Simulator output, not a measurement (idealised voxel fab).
Process module name: voxel capacitor over wiring
Square cells of 5 nm make up the cross-section cut, whose width is 145 nm.
Cross-section format: a grid of square cells, given as bands from top to bottom; each band is one or more rows of cells. First you get the band's top height and its bottom height, in nm, and then the materials it's made of, left to right, with each width in nm. If you see a single material with "edge to edge", that one covers the band edge to edge. "air" is empty space. Convention: height 0 is the level below which the wafer, as received, is all one material. The lowest band does not terminate at the bottom but continues downward, represented as "z 0 and below". Top row gets the first number, bottom row gets the second, and each row in between changes by the same step: that is how a band width like "30..40" works. Where the words "no change" appear for a step, the cross-section shows no cell changed by that step; every cell remained as before. Listed in "Completely enclosed voids": every empty space of 8 or more cells without an open way to the top. Form: width x height at distance, the distance being from the left edge, all in nm. Whatever follows a step's settings on its line is a remark the simulator itself makes about that step. overlay nm: for a step with a mask, the amount by which the mask lay right of where it was planned; a negative amount means left of it.
Listed below are the process steps as planned
| 1 | RECEIVE,material Si |
| 2 | CONFORMAL_DEP,material SiO2,thk nm 15 |
| 3 | CONFORMAL_DEP,material SiCN,thk nm 5 |
| 4 | DIRECTIONAL_DEP,material lowk,thk nm 15 |
| 5 | PATTERN,tone open,mask id METAL_1,material resist,width nm 25,pitch nm 90,thk nm 15,overlay nm 0 |
| 6 | DIRECTIONAL_ETCH,etch materials lowk,depth nm 15 |
| 7 | DIRECTIONAL_ETCH,etch materials SiCN,depth nm 5 |
| 8 | STRIP,etch materials resist |
| 9 | CONFORMAL_DEP,material TiN,thk nm 5 |
| 10 | FILL_DEP,material Ru,thk nm 5 |
| 11 | CMP,height nm 35 |
| 12 | EPI,material Ru,thk nm 5 |
| 13 | FILL_DEP,material SiCN,thk nm 5 |
| 14 | DIRECTIONAL_DEP,material lowk,thk nm 10 |
| 15 | MASKED_ETCH,tone open,mask id PLUG_1,width nm 15,etch materials lowk,depth nm 10,overlay nm 0 |
| 16 | MASKED_ETCH,tone open,mask id PLUG_1,width nm 15,etch materials SiCN,depth nm 5,overlay nm 0 |
| 17 | CONFORMAL_DEP,material TiN,thk nm 5 |
| 18 | FILL_DEP,material Ru,thk nm 5 |
| 19 | CMP,height nm 55 |
| 20 | DIRECTIONAL_DEP,material TiN,thk nm 10 |
| 21 | DIRECTIONAL_DEP,material SiN,thk nm 5 |
| 22 | DIRECTIONAL_DEP,material TiN,thk nm 5 |
| 23 | PATTERN,tone cover,mask id UPPER_PLATE,material resist,width nm 70,thk nm 20,overlay nm 0 |
| 24 | DIRECTIONAL_ETCH,etch materials TiN,depth nm 5 |
| 25 | DIRECTIONAL_ETCH,etch materials SiN,depth nm 5 |
| 26 | STRIP,etch materials resist |
| 27 | MASKED_ETCH,tone cover,mask id LOWER_PLATE,width nm 80,etch materials TiN,depth nm 10,overlay nm 0 |
| 28 | FILL_DEP,material SiO2,thk nm 15 |
| 29 | CMP,height nm 85 |
| 30 | PATTERN,tone open,mask id PLUG_2,material resist,width nm 15,thk nm 20,overlay nm 0 |
| 31 | DIRECTIONAL_ETCH,etch materials SiO2,depth nm 10 |
| 32 | STRIP,etch materials resist |
| 33 | CONFORMAL_DEP,material TiN,thk nm 5 |
| 34 | FILL_DEP,material Ru,thk nm 10 |
| 35 | CMP,height nm 85 |
| 36 | CONFORMAL_DEP,material SiCN,thk nm 5 |
Shown in cross-section is the wafer as received, that is, as it stands after step 1
* z 0 and below: Si edge to edge
* Completely enclosed voids: none
Same starting wafer, same plan as above, one mistake in the execution; this is the cross-section at the end of the module
* z 90 to 85: SiCN edge to edge
* z 85 to 80: SiO2: 35, TiN: 5, Ru: 5, TiN: 5, SiO2: 95
* z 80 to 75: SiO2: 35, TiN: 15, SiO2: 95
* z 75 to 70: SiO2 edge to edge
* z 70 to 65: SiO2: 25, TiN: 70, SiO2: 50
* z 65 to 55: SiO2: 20, TiN: 80, SiO2: 45
* z 55 to 45: lowk: 25, TiN: 5, Ru: 5, TiN: 5, lowk: 105
* z 45 to 40: SiCN: 25, TiN: 15, SiCN: 105
* z 40 to 35: SiCN: 10, Ru: 35, SiCN: 55, Ru: 35, SiCN: 10
* z 35 to 20: lowk: 15, TiN: 5, Ru: 15, TiN: 5, lowk: 65, TiN: 5, Ru: 15, TiN: 5, lowk: 15
* z 20 to 15: SiCN: 15, TiN: 25, SiCN: 65, TiN: 25, SiCN: 15
* z 15 to 0: SiO2 edge to edge
* z 0 and below: Si edge to edge
* Completely enclosed voids: none
Processing error: plan step 21 was not performed, having been skipped
